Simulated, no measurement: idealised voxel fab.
The process module that follows is named voxel transistor to metal.
The figure presents cross-section cut, which has a width of 185 nm and is divided into square cells with an edge length of 5 nm.
A cross-section is written here as square cells arranged in a grid, and it is given in bands from the top down, each band taking up one or more rows of cells.
Heights first: top, then bottom, in nm. Then materials, left to right, each with a width in nm. "everywhere" on a single material: fills the band edge to edge. "air": empty space.
Below 0: as-received wafer, all one material; heights counted from there. Lowest band: no bottom, goes on down, written "from 0 down".
A two-number width, for instance "30->40", indicates that the width is equal to the first number in the top row of the band and to the second number in the bottom row, and that it changes by a constant amount per row of cells.
A step reported as "nothing altered" is a step in which no cell of the cross-section changed.
Basically, "Sealed void list" tells you about the enclosed voids: empty spaces with no open way to the top, 8 cells or bigger, each written width x height at distance, where distance is from the left edge, all in nm.
The remark found on a step's line after its settings is issued by the simulator itself and pertains to that step.
When a step includes a mask, the "overlay nm" setting on its line states how far to the right of its planned place that mask lay, and negative values state how far to the left.

THE FOLLOWING LIST GIVES THE PLANNED PROCESS STEPS
- 1: RECEIVE (material Si)
- 2: CONFORMAL_DEP (material SiO2; thk nm 5)
- 3: CONFORMAL_DEP (material SiN; thk nm 10)
- 4: PATTERN (tone cover; mask id ACTIVE; material resist; width nm 85; thk nm 20; overlay nm 0)
- 5: DIRECTIONAL_ETCH (etch materials SiN; depth nm 10)
- 6: DIRECTIONAL_ETCH (etch materials SiO2; depth nm 5)
- 7: DIRECTIONAL_ETCH (etch materials Si; depth nm 20)
- 8: STRIP (etch materials resist)
- 9: OXIDIZE (depth nm 5)
- 10: FILL_DEP (material SiO2; thk nm 15)
- 11: CMP (height nm 15)
- 12: SELECTIVE_ETCH (etch materials SiO2; depth nm 5)
- 13: STRIP (etch materials SiN)
- 14: SELECTIVE_ETCH (etch materials SiO2; depth nm 5)
- 15: OXIDIZE (depth nm 5)
- 16: DIRECTIONAL_DEP (material polySi; thk nm 25)
- 17: DIRECTIONAL_DEP (material SiCN; thk nm 15)
- 18: DIRECTIONAL_DEP (material aC; thk nm 10)
- 19: PATTERN (tone cover; mask id GATE; material resist; width nm 15; thk nm 25; overlay nm 0)
- 20: DIRECTIONAL_ETCH (etch materials aC; depth nm 10)
- 21: STRIP (etch materials resist)
- 22: DIRECTIONAL_ETCH (etch materials SiCN; depth nm 25)
- 23: DIRECTIONAL_ETCH (etch materials polySi; depth nm 35)
- 24: STRIP (etch materials aC)
- 25: CONFORMAL_DEP (material SiN; thk nm 10)
- 26: DIRECTIONAL_ETCH (etch materials SiN; depth nm 10)
- 27: DIRECTIONAL_ETCH (etch materials SiO2; depth nm 5)
- 28: EPI (material SiGe; thk nm 5)
- 29: FILL_DEP (material SiO2; thk nm 10)
- 30: CMP (height nm 40)
- 31: DIRECTIONAL_DEP (material SiO2; thk nm 15)
- 32: MASKED_ETCH (tone open; mask id CONTACT; width nm 15; pitch nm 60; etch materials SiO2; depth nm 55; overlay nm 0)
- 33: CONFORMAL_DEP (material TiN; thk nm 5)
- 34: FILL_DEP (material W; thk nm 5)
- 35: CMP (height nm 55)
- 36: CONFORMAL_DEP (material SiCN; thk nm 5)
- 37: DIRECTIONAL_DEP (material SiO2; thk nm 20)
- 38: PATTERN (tone open; mask id METAL_1; material resist; width nm 15; pitch nm 60; thk nm 15; overlay nm 0)
- 39: DIRECTIONAL_ETCH (etch materials SiO2; depth nm 20)
- 40: DIRECTIONAL_ETCH (etch materials SiCN; depth nm 5)
- 41: STRIP (etch materials resist)
- 42: CONFORMAL_DEP (material TiN; thk nm 5)
- 43: FILL_DEP (material Cu; thk nm 5)
- 44: CMP (height nm 80)
- 45: CONFORMAL_DEP (material SiN; thk nm 5)

FIRST OF TWO WAFERS - AS PLANNED

INCOMING WAFER IN CROSS-SECTION (STATE: AFTER STEP 1)
    from 0 down: Si everywhere
    Sealed void list: none

TAKE A LOOK AT THE WAFER'S CROSS-SECTION AFTER STEP 2
    from 5 to 0: SiO2 everywhere
    Whatever lies below 0 is exactly as it was before.

TAKE A LOOK AT THE WAFER'S CROSS-SECTION AFTER STEP 3
    from 15 to 5: SiN everywhere
    Whatever lies below 5 is exactly as it was before.

TAKE A LOOK AT THE WAFER'S CROSS-SECTION AFTER STEP 4
    from 35 to 15: air=50; resist=85; air=50
    Whatever lies below 15 is exactly as it was before.

TAKE A LOOK AT THE WAFER'S CROSS-SECTION AFTER STEP 5
    from 35 to 15: air=50; resist=85; air=50
    from 15 to 5: air=50; SiN=85; air=50
    Whatever lies below 5 is exactly as it was before.

TAKE A LOOK AT THE WAFER'S CROSS-SECTION AFTER STEP 6
    from 35 to 15: air=50; resist=85; air=50
    from 15 to 5: air=50; SiN=85; air=50
    from 5 to 0: air=50; SiO2=85; air=50
    Whatever lies below 0 is exactly as it was before.

TAKE A LOOK AT THE WAFER'S CROSS-SECTION AFTER STEP 7
    from 35 to 15: air=50; resist=85; air=50
    from 15 to 5: air=50; SiN=85; air=50
    from 5 to 0: air=50; SiO2=85; air=50
    from 0 to -20: air=50; Si=85; air=50
    Whatever lies below -20 is exactly as it was before.

TAKE A LOOK AT THE WAFER'S CROSS-SECTION AFTER STEP 8
    from 15 to 5: air=50; SiN=85; air=50
    Whatever lies below 5 is exactly as it was before.

TAKE A LOOK AT THE WAFER'S CROSS-SECTION AFTER STEP 9
    from 15 to 5: air=50; SiN=85; air=50
    from 5 to 0: air=50; SiO2=85; air=50
    from 0 to -20: air=50; SiO2=5; Si=75; SiO2=5; air=50
    from -20 to -25: SiO2=55; Si=75; SiO2=55
    Whatever lies below -25 is exactly as it was before.

TAKE A LOOK AT THE WAFER'S CROSS-SECTION AFTER STEP 10
    from 30 to 15: SiO2 everywhere
    from 15 to 5: SiO2=50; SiN=85; SiO2=50
    from 5 to 0: SiO2 everywhere
    from 0 to -25: SiO2=55; Si=75; SiO2=55
    Whatever lies below -25 is exactly as it was before.

TAKE A LOOK AT THE WAFER'S CROSS-SECTION AFTER STEP 11
    from 15 to 5: SiO2=50; SiN=85; SiO2=50
    Whatever lies below 5 is exactly as it was before.

TAKE A LOOK AT THE WAFER'S CROSS-SECTION AFTER STEP 12
    from 15 to 10: air=50; SiN=85; air=50
    Whatever lies below 10 is exactly as it was before.

TAKE A LOOK AT THE WAFER'S CROSS-SECTION AFTER STEP 13
    from 10 to 5: SiO2=50; air=85; SiO2=50
    Whatever lies below 5 is exactly as it was before.

TAKE A LOOK AT THE WAFER'S CROSS-SECTION AFTER STEP 14
    from 5 to 0: SiO2=45; air=95; SiO2=45
    Whatever lies below 0 is exactly as it was before.

TAKE A LOOK AT THE WAFER'S CROSS-SECTION AFTER STEP 15
    from 5 to 0: SiO2=45; air=95; SiO2=45
    from 0 to -5: SiO2 everywhere
    Whatever lies below -5 is exactly as it was before.

TAKE A LOOK AT THE WAFER'S CROSS-SECTION AFTER STEP 16
    from 30 to 25: polySi=45; air=95; polySi=45
    from 25 to 5: polySi everywhere
    from 5 to 0: SiO2=45; polySi=95; SiO2=45
    Whatever lies below 0 is exactly as it was before.

TAKE A LOOK AT THE WAFER'S CROSS-SECTION AFTER STEP 17
    from 45 to 40: SiCN=45; air=95; SiCN=45
    from 40 to 30: SiCN everywhere
    from 30 to 25: polySi=45; SiCN=95; polySi=45
    Whatever lies below 25 is exactly as it was before.

TAKE A LOOK AT THE WAFER'S CROSS-SECTION AFTER STEP 18
    from 55 to 50: aC=45; air=95; aC=45
    from 50 to 45: aC everywhere
    from 45 to 40: SiCN=45; aC=95; SiCN=45
    Whatever lies below 40 is exactly as it was before.

TAKE A LOOK AT THE WAFER'S CROSS-SECTION AFTER STEP 19
    from 80 to 55: air=85; resist=15; air=85
    from 55 to 50: aC=45; air=40; resist=15; air=40; aC=45
    Whatever lies below 50 is exactly as it was before.

TAKE A LOOK AT THE WAFER'S CROSS-SECTION AFTER STEP 20
    from 70 to 50: air=85; resist=15; air=85
    from 50 to 45: air=85; aC=15; air=85
    from 45 to 40: SiCN=45; air=40; aC=15; air=40; SiCN=45
    Whatever lies below 40 is exactly as it was before.

TAKE A LOOK AT THE WAFER'S CROSS-SECTION AFTER STEP 21
    from 50 to 45: air=85; aC=15; air=85
    Whatever lies below 45 is exactly as it was before.

TAKE A LOOK AT THE WAFER'S CROSS-SECTION AFTER STEP 22
    from 50 to 40: air=85; aC=15; air=85
    from 40 to 30: air=85; SiCN=15; air=85
    from 30 to 25: polySi=45; air=40; SiCN=15; air=40; polySi=45
    Whatever lies below 25 is exactly as it was before.

TAKE A LOOK AT THE WAFER'S CROSS-SECTION AFTER STEP 23
    from 50 to 40: air=85; aC=15; air=85
    from 40 to 25: air=85; SiCN=15; air=85
    from 25 to 5: air=85; polySi=15; air=85
    from 5 to 0: SiO2=45; air=40; polySi=15; air=40; SiO2=45
    Whatever lies below 0 is exactly as it was before.

TAKE A LOOK AT THE WAFER'S CROSS-SECTION AFTER STEP 24
    from 40 to 25: air=85; SiCN=15; air=85
    Whatever lies below 25 is exactly as it was before.

TAKE A LOOK AT THE WAFER'S CROSS-SECTION AFTER STEP 25
    from 50 to 40: air=75; SiN=35; air=75
    from 40 to 25: air=75; SiN=10; SiCN=15; SiN=10; air=75
    from 25 to 15: air=75; SiN=10; polySi=15; SiN=10; air=75
    from 15 to 10: SiN=55; air=20; SiN=10; polySi=15; SiN=10; air=20; SiN=55
    from 10 to 5: SiN=85; polySi=15; SiN=85
    from 5 to 0: SiO2=45; SiN=40; polySi=15; SiN=40; SiO2=45
    Whatever lies below 0 is exactly as it was before.

TAKE A LOOK AT THE WAFER'S CROSS-SECTION AFTER STEP 26
    from 40 to 25: air=75; SiN=10; SiCN=15; SiN=10; air=75
    from 25 to 5: air=75; SiN=10; polySi=15; SiN=10; air=75
    from 5 to 0: SiO2=45; SiN=10; air=20; SiN=10; polySi=15; SiN=10; air=20; SiN=10; SiO2=45
    Whatever lies below 0 is exactly as it was before.

TAKE A LOOK AT THE WAFER'S CROSS-SECTION AFTER STEP 27
    from 40 to 25: air=75; SiN=10; SiCN=15; SiN=10; air=75
    from 25 to 5: air=75; SiN=10; polySi=15; SiN=10; air=75
    from 5 to 0: air=45; SiN=10; air=20; SiN=10; polySi=15; SiN=10; air=20; SiN=10; air=45
    from 0 to -5: SiO2=55; air=20; SiO2=35; air=20; SiO2=55
    Whatever lies below -5 is exactly as it was before.

TAKE A LOOK AT THE WAFER'S CROSS-SECTION AFTER STEP 28
    from 40 to 25: air=75; SiN=10; SiCN=15; SiN=10; air=75
    from 25 to 5: air=75; SiN=10; polySi=15; SiN=10; air=75
    from 5 to 0: air=45; SiN=10; air=20; SiN=10; polySi=15; SiN=10; air=20; SiN=10; air=45
    from 0 to -5: SiO2=55; SiGe=20; SiO2=35; SiGe=20; SiO2=55
    Whatever lies below -5 is exactly as it was before.

TAKE A LOOK AT THE WAFER'S CROSS-SECTION AFTER STEP 29
    from 50 to 40: SiO2 everywhere
    from 40 to 25: SiO2=75; SiN=10; SiCN=15; SiN=10; SiO2=75
    from 25 to 5: SiO2=75; SiN=10; polySi=15; SiN=10; SiO2=75
    from 5 to 0: SiO2=45; SiN=10; SiO2=20; SiN=10; polySi=15; SiN=10; SiO2=20; SiN=10; SiO2=45
    Whatever lies below 0 is exactly as it was before.

TAKE A LOOK AT THE WAFER'S CROSS-SECTION AFTER STEP 30
    from 40 to 25: SiO2=75; SiN=10; SiCN=15; SiN=10; SiO2=75
    Whatever lies below 25 is exactly as it was before.

TAKE A LOOK AT THE WAFER'S CROSS-SECTION AFTER STEP 31
    from 55 to 40: SiO2 everywhere
    Whatever lies below 40 is exactly as it was before.

TAKE A LOOK AT THE WAFER'S CROSS-SECTION AFTER STEP 32
    from 55 to 40: SiO2=55; air=15; SiO2=45; air=15; SiO2=55
    from 40 to 25: SiO2=55; air=15; SiO2=5; SiN=10; SiCN=15; SiN=10; SiO2=5; air=15; SiO2=55
    from 25 to 5: SiO2=55; air=15; SiO2=5; SiN=10; polySi=15; SiN=10; SiO2=5; air=15; SiO2=55
    from 5 to 0: SiO2=45; SiN=10; air=15; SiO2=5; SiN=10; polySi=15; SiN=10; SiO2=5; air=15; SiN=10; SiO2=45
    Whatever lies below 0 is exactly as it was before.

TAKE A LOOK AT THE WAFER'S CROSS-SECTION AFTER STEP 33
    from 60 to 55: TiN=60; air=5; TiN=55; air=5; TiN=60
    from 55 to 40: SiO2=55; TiN=5; air=5; TiN=5; SiO2=45; TiN=5; air=5; TiN=5; SiO2=55
    from 40 to 25: SiO2=55; TiN=5; air=5; TiN=5; SiO2=5; SiN=10; SiCN=15; SiN=10; SiO2=5; TiN=5; air=5; TiN=5; SiO2=55
    from 25 to 5: SiO2=55; TiN=5; air=5; TiN=5; SiO2=5; SiN=10; polySi=15; SiN=10; SiO2=5; TiN=5; air=5; TiN=5; SiO2=55
    from 5 to 0: SiO2=45; SiN=10; TiN=15; SiO2=5; SiN=10; polySi=15; SiN=10; SiO2=5; TiN=15; SiN=10; SiO2=45
    Whatever lies below 0 is exactly as it was before.

TAKE A LOOK AT THE WAFER'S CROSS-SECTION AFTER STEP 34
    from 65 to 60: W everywhere
    from 60 to 55: TiN=60; W=5; TiN=55; W=5; TiN=60
    from 55 to 40: SiO2=55; TiN=5; W=5; TiN=5; SiO2=45; TiN=5; W=5; TiN=5; SiO2=55
    from 40 to 25: SiO2=55; TiN=5; W=5; TiN=5; SiO2=5; SiN=10; SiCN=15; SiN=10; SiO2=5; TiN=5; W=5; TiN=5; SiO2=55
    from 25 to 5: SiO2=55; TiN=5; W=5; TiN=5; SiO2=5; SiN=10; polySi=15; SiN=10; SiO2=5; TiN=5; W=5; TiN=5; SiO2=55
    Whatever lies below 5 is exactly as it was before.

TAKE A LOOK AT THE WAFER'S CROSS-SECTION AFTER STEP 35
    from 55 to 40: SiO2=55; TiN=5; W=5; TiN=5; SiO2=45; TiN=5; W=5; TiN=5; SiO2=55
    Whatever lies below 40 is exactly as it was before.

TAKE A LOOK AT THE WAFER'S CROSS-SECTION AFTER STEP 36
    from 60 to 55: SiCN everywhere
    Whatever lies below 55 is exactly as it was before.

TAKE A LOOK AT THE WAFER'S CROSS-SECTION AFTER STEP 37
    from 80 to 60: SiO2 everywhere
    Whatever lies below 60 is exactly as it was before.

TAKE A LOOK AT THE WAFER'S CROSS-SECTION AFTER STEP 38
    from 95 to 80: resist=55; air=15; resist=45; air=15; resist=55
    Whatever lies below 80 is exactly as it was before.

TAKE A LOOK AT THE WAFER'S CROSS-SECTION AFTER STEP 39
    from 95 to 80: resist=55; air=15; resist=45; air=15; resist=55
    from 80 to 60: SiO2=55; air=15; SiO2=45; air=15; SiO2=55
    Whatever lies below 60 is exactly as it was before.

TAKE A LOOK AT THE WAFER'S CROSS-SECTION AFTER STEP 40
    from 95 to 80: resist=55; air=15; resist=45; air=15; resist=55
    from 80 to 60: SiO2=55; air=15; SiO2=45; air=15; SiO2=55
    from 60 to 55: SiCN=55; air=15; SiCN=45; air=15; SiCN=55
    Whatever lies below 55 is exactly as it was before.

TAKE A LOOK AT THE WAFER'S CROSS-SECTION AFTER STEP 41
    from 80 to 60: SiO2=55; air=15; SiO2=45; air=15; SiO2=55
    Whatever lies below 60 is exactly as it was before.

TAKE A LOOK AT THE WAFER'S CROSS-SECTION AFTER STEP 42
    from 85 to 80: TiN=60; air=5; TiN=55; air=5; TiN=60
    from 80 to 60: SiO2=55; TiN=5; air=5; TiN=5; SiO2=45; TiN=5; air=5; TiN=5; SiO2=55
    from 60 to 55: SiCN=55; TiN=15; SiCN=45; TiN=15; SiCN=55
    Whatever lies below 55 is exactly as it was before.

TAKE A LOOK AT THE WAFER'S CROSS-SECTION AFTER STEP 43
    from 90 to 85: Cu everywhere
    from 85 to 80: TiN=60; Cu=5; TiN=55; Cu=5; TiN=60
    from 80 to 60: SiO2=55; TiN=5; Cu=5; TiN=5; SiO2=45; TiN=5; Cu=5; TiN=5; SiO2=55
    Whatever lies below 60 is exactly as it was before.

TAKE A LOOK AT THE WAFER'S CROSS-SECTION AFTER STEP 44
    from 80 to 60: SiO2=55; TiN=5; Cu=5; TiN=5; SiO2=45; TiN=5; Cu=5; TiN=5; SiO2=55
    Whatever lies below 60 is exactly as it was before.

TAKE A LOOK AT THE WAFER'S CROSS-SECTION AFTER STEP 45
    from 85 to 80: SiN everywhere
    Whatever lies below 80 is exactly as it was before.

SECOND WAFER, SAME STARTING CONDITIONS AND RECIPE AS THE FIRST, ONE MISTAKE IN EXECUTING IT, NOTHING DIFFERS FROM THE FIRST UP TO AND INCLUDING STEP 31

WHEN STEP 32 SHOULD HAVE ENDED
    from 55 to 40: SiO2=45; air=15; SiO2=45; air=15; SiO2=65
    from 40 to 25: SiO2=45; air=15; SiO2=15; SiN=10; SiCN=15; SiN=10; air=10; SiO2=65
    from 25 to 5: SiO2=45; air=15; SiO2=15; SiN=10; polySi=15; SiN=10; air=10; SiO2=65
    from 5 to 0: SiO2=45; SiN=10; air=5; SiO2=15; SiN=10; polySi=15; SiN=10; air=10; SiO2=10; SiN=10; SiO2=45
    Whatever lies below 0 is exactly as it was before.

WHEN STEP 33 SHOULD HAVE ENDED
    from 60 to 55: TiN=50; air=5; TiN=55; air=5; TiN=70
    from 55 to 45: SiO2=45; TiN=5; air=5; TiN=5; SiO2=45; TiN=5; air=5; TiN=5; SiO2=65
    from 45 to 40: SiO2=45; TiN=5; air=5; TiN=5; SiO2=45; TiN=15; SiO2=65
    from 40 to 25: SiO2=45; TiN=5; air=5; TiN=5; SiO2=15; SiN=10; SiCN=15; SiN=10; TiN=10; SiO2=65
    from 25 to 10: SiO2=45; TiN=5; air=5; TiN=5; SiO2=15; SiN=10; polySi=15; SiN=10; TiN=10; SiO2=65
    from 10 to 5: SiO2=45; TiN=15; SiO2=15; SiN=10; polySi=15; SiN=10; TiN=10; SiO2=65
    from 5 to 0: SiO2=45; SiN=10; TiN=5; SiO2=15; SiN=10; polySi=15; SiN=10; TiN=10; SiO2=10; SiN=10; SiO2=45
    Whatever lies below 0 is exactly as it was before.

WHEN STEP 34 SHOULD HAVE ENDED
    from 65 to 60: W everywhere
    from 60 to 55: TiN=50; W=5; TiN=55; W=5; TiN=70
    from 55 to 45: SiO2=45; TiN=5; W=5; TiN=5; SiO2=45; TiN=5; W=5; TiN=5; SiO2=65
    from 45 to 40: SiO2=45; TiN=5; W=5; TiN=5; SiO2=45; TiN=15; SiO2=65
    from 40 to 25: SiO2=45; TiN=5; W=5; TiN=5; SiO2=15; SiN=10; SiCN=15; SiN=10; TiN=10; SiO2=65
    from 25 to 10: SiO2=45; TiN=5; W=5; TiN=5; SiO2=15; SiN=10; polySi=15; SiN=10; TiN=10; SiO2=65
    Whatever lies below 10 is exactly as it was before.

WHEN STEP 35 SHOULD HAVE ENDED
    from 55 to 45: SiO2=45; TiN=5; W=5; TiN=5; SiO2=45; TiN=5; W=5; TiN=5; SiO2=65
    Whatever lies below 45 is exactly as it was before.

WHEN STEP 36 SHOULD HAVE ENDED
    from 60 to 55: SiCN everywhere
    Whatever lies below 55 is exactly as it was before.

WHEN STEP 37 SHOULD HAVE ENDED
    from 80 to 60: SiO2 everywhere
    Whatever lies below 60 is exactly as it was before.

WHEN STEP 38 SHOULD HAVE ENDED
    from 95 to 80: resist=55; air=15; resist=45; air=15; resist=55
    Whatever lies below 80 is exactly as it was before.

WHEN STEP 39 SHOULD HAVE ENDED
    from 95 to 80: resist=55; air=15; resist=45; air=15; resist=55
    from 80 to 60: SiO2=55; air=15; SiO2=45; air=15; SiO2=55
    Whatever lies below 60 is exactly as it was before.

WHEN STEP 40 SHOULD HAVE ENDED
    from 95 to 80: resist=55; air=15; resist=45; air=15; resist=55
    from 80 to 60: SiO2=55; air=15; SiO2=45; air=15; SiO2=55
    from 60 to 55: SiCN=55; air=15; SiCN=45; air=15; SiCN=55
    Whatever lies below 55 is exactly as it was before.

WHEN STEP 41 SHOULD HAVE ENDED
    from 80 to 60: SiO2=55; air=15; SiO2=45; air=15; SiO2=55
    Whatever lies below 60 is exactly as it was before.

WHEN STEP 42 SHOULD HAVE ENDED
    from 85 to 80: TiN=60; air=5; TiN=55; air=5; TiN=60
    from 80 to 60: SiO2=55; TiN=5; air=5; TiN=5; SiO2=45; TiN=5; air=5; TiN=5; SiO2=55
    from 60 to 55: SiCN=55; TiN=15; SiCN=45; TiN=15; SiCN=55
    Whatever lies below 55 is exactly as it was before.

WHEN STEP 43 SHOULD HAVE ENDED
    from 90 to 85: Cu everywhere
    from 85 to 80: TiN=60; Cu=5; TiN=55; Cu=5; TiN=60
    from 80 to 60: SiO2=55; TiN=5; Cu=5; TiN=5; SiO2=45; TiN=5; Cu=5; TiN=5; SiO2=55
    Whatever lies below 60 is exactly as it was before.

WHEN STEP 44 SHOULD HAVE ENDED
    from 80 to 60: SiO2=55; TiN=5; Cu=5; TiN=5; SiO2=45; TiN=5; Cu=5; TiN=5; SiO2=55
    Whatever lies below 60 is exactly as it was before.

WHEN STEP 45 SHOULD HAVE ENDED
    from 85 to 80: SiN everywhere
    Whatever lies below 80 is exactly as it was before.
what went wrong: step 32 deviated from plan and actually ran as MASKED_ETCH (tone open; mask id CONTACT; width nm 15; pitch nm 60; etch materials SiO2; depth nm 55; overlay nm -10)
Final cells, second wafer relative to first, materials higher or lower: +10 SiO2 | -1 TiN | -9 W
